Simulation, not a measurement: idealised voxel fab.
The process module that follows is named voxel fin reveal.
Square cell edge 5 nm, section width 290 nm, ID cut.
A cross-section in this document is a grid of square cells, and it is written down as bands, the top band listed before the ones below it; a band is made up of one or more rows of cells. Each band's line starts with the height of the band's top and of its bottom, in nm. Then come its materials from left to right, each with its width in nm. One material with "edge to edge" fills the band from edge to edge. "blank" is empty space. The level at which height equals 0 is the one under which the wafer, as it arrives, is entirely one material. No lower edge exists for the bottom band, which continues downward and is notated as in "0 down". Note: "30..40" means the width goes from the first number (top row of the band) to the second number (bottom row) in equal steps per row of cells. You'll sometimes find "identical to before" written for a step, and that's the way of saying that nowhere in the cross-section did a cell change during that step. You'll see "Completely enclosed voids" listing empty spaces that have no way open to the top, as long as they're 8 cells or more; the notation is width x height at distance, where the distance is from the left edge, and all of it is in nm. Anything after a step's settings on that line? It's the simulator's own note about the step. You can add "overlay nm" to a step's line. For a step with a mask, it describes how far the mask lay to the right of its planned position, and a negative number describes a lay to the left.
Process steps foreseen in the plan:
| 1 | RECEIVE, material Si |
| 2 | CONFORMAL_DEP, material SiN, thk nm 5 |
| 3 | DIRECTIONAL_DEP, material aC, thk nm 15 |
| 4 | PATTERN, tone cover, mask id FINS, material resist, width nm 15, pitch nm 35, thk nm 30, overlay nm 0 |
| 5 | DIRECTIONAL_ETCH, etch materials aC, depth nm 15 |
| 6 | STRIP, etch materials resist |
| 7 | DIRECTIONAL_ETCH, etch materials SiN, depth nm 5 |
| 8 | DIRECTIONAL_ETCH, etch materials Si, depth nm 35 |
| 9 | STRIP, etch materials aC |
| 10 | OXIDIZE, depth nm 5 |
| 11 | FILL_DEP, material SiO2, thk nm 15 |
| 12 | CMP, height nm 5 |
| 13 | SELECTIVE_ETCH, etch materials SiO2, depth nm 25 |
| 14 | STRIP, etch materials SiN |
| 15 | CONFORMAL_DEP, material SiO2, thk nm 5 |
Step 1 complete: cross-section of the wafer as received:
	0 down = Si edge to edge
	Completely enclosed voids: none
Wafer cross-section at end of module: start and plan as shown above, one execution error:
	5 to 0 = 85 of blank  15 of SiN  20 of blank  15 of SiN  20 of blank  15 of SiN  20 of blank  15 of SiN  85 of blank
	0 to -15 = 85 of blank  5 of SiN  5 of Si  5 of SiN  20 of blank  5 of SiN  5 of Si  5 of SiN  20 of blank  5 of SiN  5 of Si  5 of SiN  20 of blank  5 of SiN  5 of Si  5 of SiN  85 of blank
	-15 to -20 = 90 of SiN  5 of Si  30 of SiN  5 of Si  30 of SiN  5 of Si  30 of SiN  5 of Si  90 of SiN
	-20 to -40 = 90 of SiO2  5 of Si  30 of SiO2  5 of Si  30 of SiO2  5 of Si  30 of SiO2  5 of Si  90 of SiO2
	-40 down = Si edge to edge
	Completely enclosed voids: none
Where did the run depart from the plan? step 15 ran differently from the plan; actual operation with settings: CONFORMAL_DEP, material SiN, thk nm 5
